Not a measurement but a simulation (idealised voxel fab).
process module | voxel capacitor over wiring
cross-section cut | 225 nm wide | cells 5 nm
A cross-section is a grid of square cells, given in bands from the top down. A band is one or more rows of cells.
Each band's line starts with the height of the band's top and of its bottom, in nm. Then come its materials from left to right, each with its width in nm. One material with "throughout" fills the band from edge to edge. "air" is empty space.
Height 0 is the level under which the wafer as received is all one material. The lowest band goes on downwards, as in "0 down".
A width such as "30 to 40" changes by the same amount from each row of cells to the next, from the band's top row to its bottom row.
"no change" after a step means that no cell of the cross-section changed.
closed voids: empty space of 8 cells or more with no open way to the top, each as width x height at its distance from the left edge, in nm
after a step's settings: what the simulator itself notes on the step
overlay nm, on a step with a mask: how far to the right of its planned place the mask lay; to the left if negative
plan
1 op RECEIVE | material Si
2 op CONFORMAL_DEP | material SiO2 | thk nm 15
3 op CONFORMAL_DEP | material SiCN | thk nm 5
4 op DIRECTIONAL_DEP | material SiO2 | thk nm 20
5 op PATTERN | tone open | mask id METAL_1 | material resist | width nm 30 | pitch nm 95 | thk nm 15 | overlay nm 0
6 op DIRECTIONAL_ETCH | etch materials SiO2 | depth nm 20
7 op DIRECTIONAL_ETCH | etch materials SiCN | depth nm 5
8 op STRIP | etch materials resist
9 op CONFORMAL_DEP | material TiN | thk nm 5
10 op FILL_DEP | material Cu | thk nm 10
11 op CMP | height nm 40
12 op EPI | material Ru | thk nm 5
13 op FILL_DEP | material SiCN | thk nm 5
14 op DIRECTIONAL_DEP | material lowk | thk nm 15
15 op MASKED_ETCH | tone open | mask id PLUG_1 | width nm 15 | etch materials lowk | depth nm 15 | overlay nm 0
16 op MASKED_ETCH | tone open | mask id PLUG_1 | width nm 15 | etch materials SiCN | depth nm 5 | overlay nm 0
17 op CONFORMAL_DEP | material TiN | thk nm 5
18 op FILL_DEP | material Ru | thk nm 10
19 op CMP | height nm 65
20 op DIRECTIONAL_DEP | material TiN | thk nm 5
21 op DIRECTIONAL_DEP | material SiN | thk nm 5
22 op DIRECTIONAL_DEP | material TiN | thk nm 10
23 op PATTERN | tone cover | mask id UPPER_PLATE | material resist | width nm 70 | thk nm 15 | overlay nm 0
24 op DIRECTIONAL_ETCH | etch materials TiN | depth nm 5
25 op DIRECTIONAL_ETCH | etch materials SiN | depth nm 5
26 op STRIP | etch materials resist
27 op PATTERN | tone cover | mask id LOWER_PLATE | material resist | width nm 80 | thk nm 20 | overlay nm 0
28 op DIRECTIONAL_ETCH | etch materials TiN | depth nm 5
29 op STRIP | etch materials resist
30 op FILL_DEP | material SiO2 | thk nm 20
31 op CMP | height nm 100
32 op DIRECTIONAL_DEP | material aC | thk nm 10
33 op PATTERN | tone open | mask id PLUG_2 | material resist | width nm 15 | thk nm 30 | overlay nm 0
34 op DIRECTIONAL_ETCH | etch materials aC | depth nm 10
35 op STRIP | etch materials resist
36 op DIRECTIONAL_ETCH | etch materials SiO2 | depth nm 15
37 op STRIP | etch materials aC
38 op CONFORMAL_DEP | material TiN | thk nm 5
39 op FILL_DEP | material W | thk nm 5
40 op CMP | height nm 100
41 op CONFORMAL_DEP | material SiCN | thk nm 5
varied across the wafers: depth nm of step 24. The plan shows the first wafer's value. All wafers start alike
first wafer as received, after step 1
  0 down: Si throughout
  closed voids: none
first wafer at the end, after step 41
  105 to 100: SiCN throughout
  100 to 90: SiO2 75 | TiN 5 | W 5 | TiN 5 | SiO2 135
  90 to 80: SiO2 75 to 65 | TiN 15 to 70 | SiO2 135 to 90
  80 to 75: SiO2 60 | TiN 80 | SiO2 85
  75 to 70: SiN throughout
  70 to 65: TiN throughout
  65 to 50: lowk 65 | TiN 5 | Ru 5 | TiN 5 | lowk 145
  50 to 45: SiCN 65 | TiN 15 | SiCN 145
  45 to 40: SiCN 45 | Ru 40 | SiCN 55 | Ru 40 | SiCN 45
  40 to 20: SiO2 50 | TiN 5 | Cu 20 | TiN 5 | SiO2 65 | TiN 5 | Cu 20 | TiN 5 | SiO2 50
  20 to 15: SiCN 50 | TiN 30 | SiCN 65 | TiN 30 | SiCN 50
  15 to 0: SiO2 throughout
  0 down: Si throughout
  closed voids: none
last wafer at the end
  105 to 100: SiCN throughout
  100 to 90: SiO2 75 | TiN 5 | W 5 | TiN 5 | SiO2 135
  90 to 85: SiO2 75 | TiN 15 | SiO2 135
  85 to 75: SiO2 65 | TiN 70 | SiO2 90
  75 to 70: SiO2 65 | SiN 70 | SiO2 90
  70 to 65: SiO2 60 | TiN 80 | SiO2 85
  65 to 50: lowk 65 | TiN 5 | Ru 5 | TiN 5 | lowk 145
  50 to 45: SiCN 65 | TiN 15 | SiCN 145
  45 to 40: SiCN 45 | Ru 40 | SiCN 55 | Ru 40 | SiCN 45
  40 to 20: SiO2 50 | TiN 5 | Cu 20 | TiN 5 | SiO2 65 | TiN 5 | Cu 20 | TiN 5 | SiO2 50
  20 to 15: SiCN 50 | TiN 30 | SiCN 65 | TiN 30 | SiCN 50
  15 to 0: SiO2 throughout
  0 down: Si throughout
  closed voids: none
each wafer at the end: cells of each material gained (+) or lost (-) since it was received, then its closed voids
depth nm 5 | +32 Cu | +19 Ru | +149 SiCN | +45 SiN | +453 SiO2 | +119 TiN | +2 W | +126 lowk | closed voids: none
depth nm 10 | +32 Cu | +19 Ru | +149 SiCN | +14 SiN | +515 SiO2 | +88 TiN | +2 W | +126 lowk | closed voids: none
depth nm 15 | +32 Cu | +19 Ru | +149 SiCN | +14 SiN | +515 SiO2 | +88 TiN | +2 W | +126 lowk | closed voids: none
depth nm 20 | +32 Cu | +19 Ru | +149 SiCN | +14 SiN | +515 SiO2 | +88 TiN | +2 W | +126 lowk | closed voids: none
depth nm 25 | +32 Cu | +19 Ru | +149 SiCN | +14 SiN | +515 SiO2 | +88 TiN | +2 W | +126 lowk | closed voids: none
